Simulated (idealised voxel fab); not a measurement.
process module | voxel transistor to metal
cross-section cut | 175 nm wide | cells 5 nm
A cross-section is a grid of square cells, given in bands from the top down. A band is one or more rows of cells.
Each band's line starts with the height of the band's top and of its bottom, in nm. Then come its materials from left to right, each with its width in nm. One material with "throughout" fills the band from edge to edge. "air" is empty space.
Height 0 is the level under which the wafer as received is all one material. The lowest band goes on downwards, as in "0 down".
A width such as "30 to 40" changes by the same amount from each row of cells to the next, from the band's top row to its bottom row.
"no change" after a step means that no cell of the cross-section changed.
closed voids: empty space of 8 cells or more with no open way to the top, each as width x height at its distance from the left edge, in nm
after a step's settings: what the simulator itself notes on the step
overlay nm, on a step with a mask: how far to the right of its planned place the mask lay; to the left if negative
plan
1 op RECEIVE | material Si
2 op OXIDIZE | depth nm 5
3 op CONFORMAL_DEP | material SiN | thk nm 15
4 op PATTERN | tone cover | mask id ACTIVE | material resist | width nm 135 | thk nm 20 | overlay nm 0
5 op DIRECTIONAL_ETCH | etch materials SiN | depth nm 15
6 op DIRECTIONAL_ETCH | etch materials SiO2 | depth nm 5
7 op DIRECTIONAL_ETCH | etch materials Si | depth nm 25
8 op STRIP | etch materials resist
9 op FILL_DEP | material SiO2 | thk nm 15
10 op CMP | height nm 15
11 op SELECTIVE_ETCH | etch materials SiO2 | depth nm 10
12 op STRIP | etch materials SiN
13 op SELECTIVE_ETCH | etch materials SiO2 | depth nm 5
14 op OXIDIZE | depth nm 5
15 op DIRECTIONAL_DEP | material polySi | thk nm 30
16 op DIRECTIONAL_DEP | material SiCN | thk nm 15
17 op PATTERN | tone cover | mask id GATE | material resist | width nm 35 | thk nm 20 | overlay nm 0
18 op DIRECTIONAL_ETCH | etch materials SiCN | depth nm 25
19 op DIRECTIONAL_ETCH | etch materials polySi | depth nm 40
20 op STRIP | etch materials resist
21 op CONFORMAL_DEP | material SiO2 | thk nm 5
22 op DIRECTIONAL_ETCH | etch materials SiO2 | depth nm 5
23 op CONFORMAL_DEP | material SiN | thk nm 10
24 op DIRECTIONAL_ETCH | etch materials SiN | depth nm 10
25 op DIRECTIONAL_ETCH | etch materials SiO2 | depth nm 5
26 op DIRECTIONAL_ETCH | etch materials Si | depth nm 15
27 op EPI | material nSi | thk nm 15
28 op FILL_DEP | material SiO2 | thk nm 5
29 op CMP | height nm 25
30 op STRIP | etch materials polySi
31 op SELECTIVE_ETCH | etch materials SiO2 | depth nm 5
32 op CONFORMAL_DEP | material HfO2 | thk nm 5
33 op CONFORMAL_DEP | material TiN | thk nm 5
34 op FILL_DEP | material W | thk nm 5
35 op CMP | height nm 20
36 op DIRECTIONAL_DEP | material SiO2 | thk nm 10
37 op MASKED_ETCH | tone open | mask id CONTACT | width nm 20 | pitch nm 95 | etch materials SiO2 | depth nm 25 | overlay nm 0
38 op CONFORMAL_DEP | material TiN | thk nm 5
39 op FILL_DEP | material W | thk nm 10
40 op CMP | height nm 30
41 op DIRECTIONAL_DEP | material TiN | thk nm 5
42 op DIRECTIONAL_DEP | material W | thk nm 15
43 op DIRECTIONAL_DEP | material aC | thk nm 10
44 op PATTERN | tone cover | mask id METAL_1 | material resist | width nm 20 | pitch nm 95 | thk nm 30 | overlay nm 0
45 op DIRECTIONAL_ETCH | etch materials aC | depth nm 10
46 op STRIP | etch materials resist
47 op DIRECTIONAL_ETCH | etch materials W | depth nm 15
48 op DIRECTIONAL_ETCH | etch materials TiN | depth nm 5
49 op STRIP | etch materials aC
50 op CONFORMAL_DEP | material SiCN | thk nm 5
51 op FILL_DEP | material lowk | thk nm 10
52 op CMP | height nm 50
53 op CONFORMAL_DEP | material SiCN | thk nm 5
first wafer, as planned
as received, after step 1
  0 down: Si throughout
  closed voids: none
after step 2
  0 to -5: SiO2 throughout
  below -5: unchanged
after step 3
  15 to 0: SiN throughout
  below 0: unchanged
after step 4
  35 to 15: air 20 | resist 135 | air 20
  below 15: unchanged
after step 5
  35 to 15: air 20 | resist 135 | air 20
  15 to 0: air 20 | SiN 135 | air 20
  below 0: unchanged
after step 6
  35 to 15: air 20 | resist 135 | air 20
  15 to 0: air 20 | SiN 135 | air 20
  0 to -5: air 20 | SiO2 135 | air 20
  below -5: unchanged
after step 7
  35 to 15: air 20 | resist 135 | air 20
  15 to 0: air 20 | SiN 135 | air 20
  0 to -5: air 20 | SiO2 135 | air 20
  -5 to -30: air 20 | Si 135 | air 20
  below -30: unchanged
after step 8
  15 to 0: air 20 | SiN 135 | air 20
  below 0: unchanged
after step 9
  30 to 15: SiO2 throughout
  15 to 0: SiO2 20 | SiN 135 | SiO2 20
  0 to -5: SiO2 throughout
  -5 to -30: SiO2 20 | Si 135 | SiO2 20
  below -30: unchanged
after step 10
  15 to 0: SiO2 20 | SiN 135 | SiO2 20
  below 0: unchanged
after step 11
  15 to 5: air 20 | SiN 135 | air 20
  below 5: unchanged
after step 12
  5 to 0: SiO2 20 | air 135 | SiO2 20
  below 0: unchanged
after step 13
  0 to -5: SiO2 15 | air 145 | SiO2 15
  below -5: unchanged
after step 14
  0 to -5: SiO2 15 | air 145 | SiO2 15
  -5 to -10: SiO2 throughout
  below -10: unchanged
after step 15
  30 to 25: polySi 15 | air 145 | polySi 15
  25 to 0: polySi throughout
  0 to -5: SiO2 15 | polySi 145 | SiO2 15
  below -5: unchanged
after step 16
  45 to 40: SiCN 15 | air 145 | SiCN 15
  40 to 30: SiCN throughout
  30 to 25: polySi 15 | SiCN 145 | polySi 15
  below 25: unchanged
after step 17
  65 to 45: air 70 | resist 35 | air 70
  45 to 40: SiCN 15 | air 55 | resist 35 | air 55 | SiCN 15
  below 40: unchanged
after step 18
  65 to 40: air 70 | resist 35 | air 70
  40 to 30: air 70 | SiCN 35 | air 70
  30 to 25: polySi 15 | air 55 | SiCN 35 | air 55 | polySi 15
  below 25: unchanged
after step 19
  65 to 40: air 70 | resist 35 | air 70
  40 to 25: air 70 | SiCN 35 | air 70
  25 to 0: air 70 | polySi 35 | air 70
  0 to -5: SiO2 15 | air 55 | polySi 35 | air 55 | SiO2 15
  below -5: unchanged
after step 20
  40 to 25: air 70 | SiCN 35 | air 70
  below 25: unchanged
after step 21
  45 to 40: air 65 | SiO2 45 | air 65
  40 to 25: air 65 | SiO2 5 | SiCN 35 | SiO2 5 | air 65
  25 to 5: air 65 | SiO2 5 | polySi 35 | SiO2 5 | air 65
  5 to 0: SiO2 20 | air 45 | SiO2 5 | polySi 35 | SiO2 5 | air 45 | SiO2 20
  0 to -5: SiO2 70 | polySi 35 | SiO2 70
  below -5: unchanged
after step 22
  40 to 25: air 65 | SiO2 5 | SiCN 35 | SiO2 5 | air 65
  25 to 0: air 65 | SiO2 5 | polySi 35 | SiO2 5 | air 65
  0 to -5: SiO2 20 | air 45 | SiO2 5 | polySi 35 | SiO2 5 | air 45 | SiO2 20
  below -5: unchanged
after step 23
  50 to 40: air 55 | SiN 65 | air 55
  40 to 25: air 55 | SiN 10 | SiO2 5 | SiCN 35 | SiO2 5 | SiN 10 | air 55
  25 to 10: air 55 | SiN 10 | SiO2 5 | polySi 35 | SiO2 5 | SiN 10 | air 55
  10 to 5: SiN 30 | air 25 | SiN 10 | SiO2 5 | polySi 35 | SiO2 5 | SiN 10 | air 25 | SiN 30
  5 to 0: SiN 65 | SiO2 5 | polySi 35 | SiO2 5 | SiN 65
  0 to -5: SiO2 20 | SiN 45 | SiO2 5 | polySi 35 | SiO2 5 | SiN 45 | SiO2 20
  below -5: unchanged
after step 24
  40 to 25: air 55 | SiN 10 | SiO2 5 | SiCN 35 | SiO2 5 | SiN 10 | air 55
  25 to 0: air 55 | SiN 10 | SiO2 5 | polySi 35 | SiO2 5 | SiN 10 | air 55
  0 to -5: SiO2 20 | SiN 10 | air 25 | SiN 10 | SiO2 5 | polySi 35 | SiO2 5 | SiN 10 | air 25 | SiN 10 | SiO2 20
  below -5: unchanged
after step 25
  40 to 35: air 55 | SiN 10 | air 5 | SiCN 35 | air 5 | SiN 10 | air 55
  35 to 25: air 55 | SiN 10 | SiO2 5 | SiCN 35 | SiO2 5 | SiN 10 | air 55
  25 to 0: air 55 | SiN 10 | SiO2 5 | polySi 35 | SiO2 5 | SiN 10 | air 55
  0 to -5: air 20 | SiN 10 | air 25 | SiN 10 | SiO2 5 | polySi 35 | SiO2 5 | SiN 10 | air 25 | SiN 10 | air 20
  -5 to -10: SiO2 30 | air 25 | SiO2 65 | air 25 | SiO2 30
  below -10: unchanged
after step 26
  40 to 35: air 55 | SiN 10 | air 5 | SiCN 35 | air 5 | SiN 10 | air 55
  35 to 25: air 55 | SiN 10 | SiO2 5 | SiCN 35 | SiO2 5 | SiN 10 | air 55
  25 to 0: air 55 | SiN 10 | SiO2 5 | polySi 35 | SiO2 5 | SiN 10 | air 55
  0 to -5: air 20 | SiN 10 | air 25 | SiN 10 | SiO2 5 | polySi 35 | SiO2 5 | SiN 10 | air 25 | SiN 10 | air 20
  -5 to -10: SiO2 30 | air 25 | SiO2 65 | air 25 | SiO2 30
  -10 to -25: SiO2 20 | Si 10 | air 25 | Si 65 | air 25 | Si 10 | SiO2 20
  below -25: unchanged
after step 27
  40 to 35: air 55 | SiN 10 | air 5 | SiCN 35 | air 5 | SiN 10 | air 55
  35 to 25: air 55 | SiN 10 | SiO2 5 | SiCN 35 | SiO2 5 | SiN 10 | air 55
  25 to 5: air 55 | SiN 10 | SiO2 5 | polySi 35 | SiO2 5 | SiN 10 | air 55
  5 to 0: air 25 | nSi 30 | SiN 10 | SiO2 5 | polySi 35 | SiO2 5 | SiN 10 | nSi 30 | air 25
  0 to -5: air 20 | SiN 10 | nSi 25 | SiN 10 | SiO2 5 | polySi 35 | SiO2 5 | SiN 10 | nSi 25 | SiN 10 | air 20
  -5 to -10: SiO2 30 | nSi 25 | SiO2 65 | nSi 25 | SiO2 30
  -10 to -25: SiO2 20 | Si 10 | nSi 25 | Si 65 | nSi 25 | Si 10 | SiO2 20
  below -25: unchanged
after step 28
  45 to 40: SiO2 throughout
  40 to 25: SiO2 55 | SiN 10 | SiO2 5 | SiCN 35 | SiO2 5 | SiN 10 | SiO2 55
  25 to 5: SiO2 55 | SiN 10 | SiO2 5 | polySi 35 | SiO2 5 | SiN 10 | SiO2 55
  5 to 0: SiO2 25 | nSi 30 | SiN 10 | SiO2 5 | polySi 35 | SiO2 5 | SiN 10 | nSi 30 | SiO2 25
  0 to -5: SiO2 20 | SiN 10 | nSi 25 | SiN 10 | SiO2 5 | polySi 35 | SiO2 5 | SiN 10 | nSi 25 | SiN 10 | SiO2 20
  below -5: unchanged
after step 29
  25 to 5: SiO2 55 | SiN 10 | SiO2 5 | polySi 35 | SiO2 5 | SiN 10 | SiO2 55
  below 5: unchanged
after step 30
  25 to 5: SiO2 55 | SiN 10 | SiO2 5 | air 35 | SiO2 5 | SiN 10 | SiO2 55
  5 to 0: SiO2 25 | nSi 30 | SiN 10 | SiO2 5 | air 35 | SiO2 5 | SiN 10 | nSi 30 | SiO2 25
  0 to -5: SiO2 20 | SiN 10 | nSi 25 | SiN 10 | SiO2 5 | air 35 | SiO2 5 | SiN 10 | nSi 25 | SiN 10 | SiO2 20
  below -5: unchanged
after step 31
  25 to 20: air 55 | SiN 10 | air 45 | SiN 10 | air 55
  20 to 5: SiO2 55 | SiN 10 | air 45 | SiN 10 | SiO2 55
  5 to 0: SiO2 25 | nSi 30 | SiN 10 | air 45 | SiN 10 | nSi 30 | SiO2 25
  0 to -5: SiO2 20 | SiN 10 | nSi 25 | SiN 10 | air 45 | SiN 10 | nSi 25 | SiN 10 | SiO2 20
  -5 to -10: SiO2 30 | nSi 25 | SiO2 10 | air 45 | SiO2 10 | nSi 25 | SiO2 30
  below -10: unchanged
after step 32
  30 to 25: air 50 | HfO2 20 | air 35 | HfO2 20 | air 50
  25 to 20: HfO2 55 | SiN 10 | HfO2 5 | air 35 | HfO2 5 | SiN 10 | HfO2 55
  20 to 5: SiO2 55 | SiN 10 | HfO2 5 | air 35 | HfO2 5 | SiN 10 | SiO2 55
  5 to 0: SiO2 25 | nSi 30 | SiN 10 | HfO2 5 | air 35 | HfO2 5 | SiN 10 | nSi 30 | SiO2 25
  0 to -5: SiO2 20 | SiN 10 | nSi 25 | SiN 10 | HfO2 5 | air 35 | HfO2 5 | SiN 10 | nSi 25 | SiN 10 | SiO2 20
  -5 to -10: SiO2 30 | nSi 25 | SiO2 10 | HfO2 45 | SiO2 10 | nSi 25 | SiO2 30
  below -10: unchanged
after step 33
  35 to 30: air 45 | TiN 30 | air 25 | TiN 30 | air 45
  30 to 25: TiN 50 | HfO2 20 | TiN 5 | air 25 | TiN 5 | HfO2 20 | TiN 50
  25 to 20: HfO2 55 | SiN 10 | HfO2 5 | TiN 5 | air 25 | TiN 5 | HfO2 5 | SiN 10 | HfO2 55
  20 to 5: SiO2 55 | SiN 10 | HfO2 5 | TiN 5 | air 25 | TiN 5 | HfO2 5 | SiN 10 | SiO2 55
  5 to 0: SiO2 25 | nSi 30 | SiN 10 | HfO2 5 | TiN 5 | air 25 | TiN 5 | HfO2 5 | SiN 10 | nSi 30 | SiO2 25
  0 to -5: SiO2 20 | SiN 10 | nSi 25 | SiN 10 | HfO2 5 | TiN 35 | HfO2 5 | SiN 10 | nSi 25 | SiN 10 | SiO2 20
  below -5: unchanged
after step 34
  40 to 35: W throughout
  35 to 30: W 45 | TiN 30 | W 25 | TiN 30 | W 45
  30 to 25: TiN 50 | HfO2 20 | TiN 5 | W 25 | TiN 5 | HfO2 20 | TiN 50
  25 to 20: HfO2 55 | SiN 10 | HfO2 5 | TiN 5 | W 25 | TiN 5 | HfO2 5 | SiN 10 | HfO2 55
  20 to 5: SiO2 55 | SiN 10 | HfO2 5 | TiN 5 | W 25 | TiN 5 | HfO2 5 | SiN 10 | SiO2 55
  5 to 0: SiO2 25 | nSi 30 | SiN 10 | HfO2 5 | TiN 5 | W 25 | TiN 5 | HfO2 5 | SiN 10 | nSi 30 | SiO2 25
  below 0: unchanged
after step 35
  20 to 5: SiO2 55 | SiN 10 | HfO2 5 | TiN 5 | W 25 | TiN 5 | HfO2 5 | SiN 10 | SiO2 55
  below 5: unchanged
after step 36
  30 to 20: SiO2 throughout
  below 20: unchanged
after step 37
  30 to 20: SiO2 30 | air 20 | SiO2 75 | air 20 | SiO2 30
  20 to 5: SiO2 30 | air 20 | SiO2 5 | SiN 10 | HfO2 5 | TiN 5 | W 25 | TiN 5 | HfO2 5 | SiN 10 | SiO2 5 | air 20 | SiO2 30
  below 5: unchanged
after step 38
  35 to 30: TiN 35 | air 10 | TiN 85 | air 10 | TiN 35
  30 to 20: SiO2 30 | TiN 5 | air 10 | TiN 5 | SiO2 75 | TiN 5 | air 10 | TiN 5 | SiO2 30
  20 to 10: SiO2 30 | TiN 5 | air 10 | TiN 5 | SiO2 5 | SiN 10 | HfO2 5 | TiN 5 | W 25 | TiN 5 | HfO2 5 | SiN 10 | SiO2 5 | TiN 5 | air 10 | TiN 5 | SiO2 30
  10 to 5: SiO2 30 | TiN 20 | SiO2 5 | SiN 10 | HfO2 5 | TiN 5 | W 25 | TiN 5 | HfO2 5 | SiN 10 | SiO2 5 | TiN 20 | SiO2 30
  below 5: unchanged
after step 39
  45 to 35: W throughout
  35 to 30: TiN 35 | W 10 | TiN 85 | W 10 | TiN 35
  30 to 20: SiO2 30 | TiN 5 | W 10 | TiN 5 | SiO2 75 | TiN 5 | W 10 | TiN 5 | SiO2 30
  20 to 10: SiO2 30 | TiN 5 | W 10 | TiN 5 | SiO2 5 | SiN 10 | HfO2 5 | TiN 5 | W 25 | TiN 5 | HfO2 5 | SiN 10 | SiO2 5 | TiN 5 | W 10 | TiN 5 | SiO2 30
  below 10: unchanged
after step 40
  30 to 20: SiO2 30 | TiN 5 | W 10 | TiN 5 | SiO2 75 | TiN 5 | W 10 | TiN 5 | SiO2 30
  below 20: unchanged
after step 41
  35 to 30: TiN throughout
  below 30: unchanged
after step 42
  50 to 35: W throughout
  below 35: unchanged
after step 43
  60 to 50: aC throughout
  below 50: unchanged
after step 44
  90 to 60: air 30 | resist 20 | air 75 | resist 20 | air 30
  below 60: unchanged
after step 45
  80 to 60: air 30 | resist 20 | air 75 | resist 20 | air 30
  60 to 50: air 30 | aC 20 | air 75 | aC 20 | air 30
  below 50: unchanged
after step 46
  60 to 50: air 30 | aC 20 | air 75 | aC 20 | air 30
  below 50: unchanged
after step 47
  60 to 50: air 30 | aC 20 | air 75 | aC 20 | air 30
  50 to 35: air 30 | W 20 | air 75 | W 20 | air 30
  below 35: unchanged
after step 48
  60 to 50: air 30 | aC 20 | air 75 | aC 20 | air 30
  50 to 35: air 30 | W 20 | air 75 | W 20 | air 30
  35 to 30: air 30 | TiN 20 | air 75 | TiN 20 | air 30
  below 30: unchanged
after step 49
  50 to 35: air 30 | W 20 | air 75 | W 20 | air 30
  below 35: unchanged
after step 50
  55 to 50: air 25 | SiCN 30 | air 65 | SiCN 30 | air 25
  50 to 35: air 25 | SiCN 5 | W 20 | SiCN 5 | air 65 | SiCN 5 | W 20 | SiCN 5 | air 25
  35 to 30: SiCN 30 | TiN 20 | SiCN 75 | TiN 20 | SiCN 30
  below 30: unchanged
after step 51
  65 to 55: lowk throughout
  55 to 50: lowk 25 | SiCN 30 | lowk 65 | SiCN 30 | lowk 25
  50 to 35: lowk 25 | SiCN 5 | W 20 | SiCN 5 | lowk 65 | SiCN 5 | W 20 | SiCN 5 | lowk 25
  below 35: unchanged
after step 52
  50 to 35: lowk 25 | SiCN 5 | W 20 | SiCN 5 | lowk 65 | SiCN 5 | W 20 | SiCN 5 | lowk 25
  below 35: unchanged
after step 53
  55 to 50: SiCN throughout
  below 50: unchanged
second wafer: like start, like plan, one mistake. Through step 31 it matches the first wafer
when step 32 should have ended
  30 to 25: air 50 | TiN 20 | air 35 | TiN 20 | air 50
  25 to 20: TiN 55 | SiN 10 | TiN 5 | air 35 | TiN 5 | SiN 10 | TiN 55
  20 to 5: SiO2 55 | SiN 10 | TiN 5 | air 35 | TiN 5 | SiN 10 | SiO2 55
  5 to 0: SiO2 25 | nSi 30 | SiN 10 | TiN 5 | air 35 | TiN 5 | SiN 10 | nSi 30 | SiO2 25
  0 to -5: SiO2 20 | SiN 10 | nSi 25 | SiN 10 | TiN 5 | air 35 | TiN 5 | SiN 10 | nSi 25 | SiN 10 | SiO2 20
  -5 to -10: SiO2 30 | nSi 25 | SiO2 10 | TiN 45 | SiO2 10 | nSi 25 | SiO2 30
  below -10: unchanged
when step 33 should have ended
  35 to 30: air 45 | HfO2 30 | air 25 | HfO2 30 | air 45
  30 to 25: HfO2 50 | TiN 20 | HfO2 5 | air 25 | HfO2 5 | TiN 20 | HfO2 50
  25 to 20: TiN 55 | SiN 10 | TiN 5 | HfO2 5 | air 25 | HfO2 5 | TiN 5 | SiN 10 | TiN 55
  20 to 5: SiO2 55 | SiN 10 | TiN 5 | HfO2 5 | air 25 | HfO2 5 | TiN 5 | SiN 10 | SiO2 55
  5 to 0: SiO2 25 | nSi 30 | SiN 10 | TiN 5 | HfO2 5 | air 25 | HfO2 5 | TiN 5 | SiN 10 | nSi 30 | SiO2 25
  0 to -5: SiO2 20 | SiN 10 | nSi 25 | SiN 10 | TiN 5 | HfO2 35 | TiN 5 | SiN 10 | nSi 25 | SiN 10 | SiO2 20
  below -5: unchanged
when step 34 should have ended
  40 to 35: W throughout
  35 to 30: W 45 | HfO2 30 | W 25 | HfO2 30 | W 45
  30 to 25: HfO2 50 | TiN 20 | HfO2 5 | W 25 | HfO2 5 | TiN 20 | HfO2 50
  25 to 20: TiN 55 | SiN 10 | TiN 5 | HfO2 5 | W 25 | HfO2 5 | TiN 5 | SiN 10 | TiN 55
  20 to 5: SiO2 55 | SiN 10 | TiN 5 | HfO2 5 | W 25 | HfO2 5 | TiN 5 | SiN 10 | SiO2 55
  5 to 0: SiO2 25 | nSi 30 | SiN 10 | TiN 5 | HfO2 5 | W 25 | HfO2 5 | TiN 5 | SiN 10 | nSi 30 | SiO2 25
  below 0: unchanged
when step 35 should have ended
  20 to 5: SiO2 55 | SiN 10 | TiN 5 | HfO2 5 | W 25 | HfO2 5 | TiN 5 | SiN 10 | SiO2 55
  below 5: unchanged
when step 36 should have ended
  30 to 20: SiO2 throughout
  below 20: unchanged
when step 37 should have ended
  30 to 20: SiO2 30 | air 20 | SiO2 75 | air 20 | SiO2 30
  20 to 5: SiO2 30 | air 20 | SiO2 5 | SiN 10 | TiN 5 | HfO2 5 | W 25 | HfO2 5 | TiN 5 | SiN 10 | SiO2 5 | air 20 | SiO2 30
  below 5: unchanged
when step 38 should have ended
  35 to 30: TiN 35 | air 10 | TiN 85 | air 10 | TiN 35
  30 to 20: SiO2 30 | TiN 5 | air 10 | TiN 5 | SiO2 75 | TiN 5 | air 10 | TiN 5 | SiO2 30
  20 to 10: SiO2 30 | TiN 5 | air 10 | TiN 5 | SiO2 5 | SiN 10 | TiN 5 | HfO2 5 | W 25 | HfO2 5 | TiN 5 | SiN 10 | SiO2 5 | TiN 5 | air 10 | TiN 5 | SiO2 30
  10 to 5: SiO2 30 | TiN 20 | SiO2 5 | SiN 10 | TiN 5 | HfO2 5 | W 25 | HfO2 5 | TiN 5 | SiN 10 | SiO2 5 | TiN 20 | SiO2 30
  below 5: unchanged
when step 39 should have ended
  45 to 35: W throughout
  35 to 30: TiN 35 | W 10 | TiN 85 | W 10 | TiN 35
  30 to 20: SiO2 30 | TiN 5 | W 10 | TiN 5 | SiO2 75 | TiN 5 | W 10 | TiN 5 | SiO2 30
  20 to 10: SiO2 30 | TiN 5 | W 10 | TiN 5 | SiO2 5 | SiN 10 | TiN 5 | HfO2 5 | W 25 | HfO2 5 | TiN 5 | SiN 10 | SiO2 5 | TiN 5 | W 10 | TiN 5 | SiO2 30
  below 10: unchanged
when step 40 should have ended
  30 to 20: SiO2 30 | TiN 5 | W 10 | TiN 5 | SiO2 75 | TiN 5 | W 10 | TiN 5 | SiO2 30
  below 20: unchanged
when step 41 should have ended
  35 to 30: TiN throughout
  below 30: unchanged
when step 42 should have ended
  50 to 35: W throughout
  below 35: unchanged
when step 43 should have ended
  60 to 50: aC throughout
  below 50: unchanged
when step 44 should have ended
  90 to 60: air 30 | resist 20 | air 75 | resist 20 | air 30
  below 60: unchanged
when step 45 should have ended
  80 to 60: air 30 | resist 20 | air 75 | resist 20 | air 30
  60 to 50: air 30 | aC 20 | air 75 | aC 20 | air 30
  below 50: unchanged
when step 46 should have ended
  60 to 50: air 30 | aC 20 | air 75 | aC 20 | air 30
  below 50: unchanged
when step 47 should have ended
  60 to 50: air 30 | aC 20 | air 75 | aC 20 | air 30
  50 to 35: air 30 | W 20 | air 75 | W 20 | air 30
  below 35: unchanged
when step 48 should have ended
  60 to 50: air 30 | aC 20 | air 75 | aC 20 | air 30
  50 to 35: air 30 | W 20 | air 75 | W 20 | air 30
  35 to 30: air 30 | TiN 20 | air 75 | TiN 20 | air 30
  below 30: unchanged
when step 49 should have ended
  50 to 35: air 30 | W 20 | air 75 | W 20 | air 30
  below 35: unchanged
when step 50 should have ended
  55 to 50: air 25 | SiCN 30 | air 65 | SiCN 30 | air 25
  50 to 35: air 25 | SiCN 5 | W 20 | SiCN 5 | air 65 | SiCN 5 | W 20 | SiCN 5 | air 25
  35 to 30: SiCN 30 | TiN 20 | SiCN 75 | TiN 20 | SiCN 30
  below 30: unchanged
when step 51 should have ended
  65 to 55: lowk throughout
  55 to 50: lowk 25 | SiCN 30 | lowk 65 | SiCN 30 | lowk 25
  50 to 35: lowk 25 | SiCN 5 | W 20 | SiCN 5 | lowk 65 | SiCN 5 | W 20 | SiCN 5 | lowk 25
  below 35: unchanged
when step 52 should have ended
  50 to 35: lowk 25 | SiCN 5 | W 20 | SiCN 5 | lowk 65 | SiCN 5 | W 20 | SiCN 5 | lowk 25
  below 35: unchanged
when step 53 should have ended
  55 to 50: SiCN throughout
  below 50: unchanged
what went wrong: steps 32 and 33 were swapped
at the end the second wafer has, in cells: 4 fewer of HfO2 | 4 more of TiN
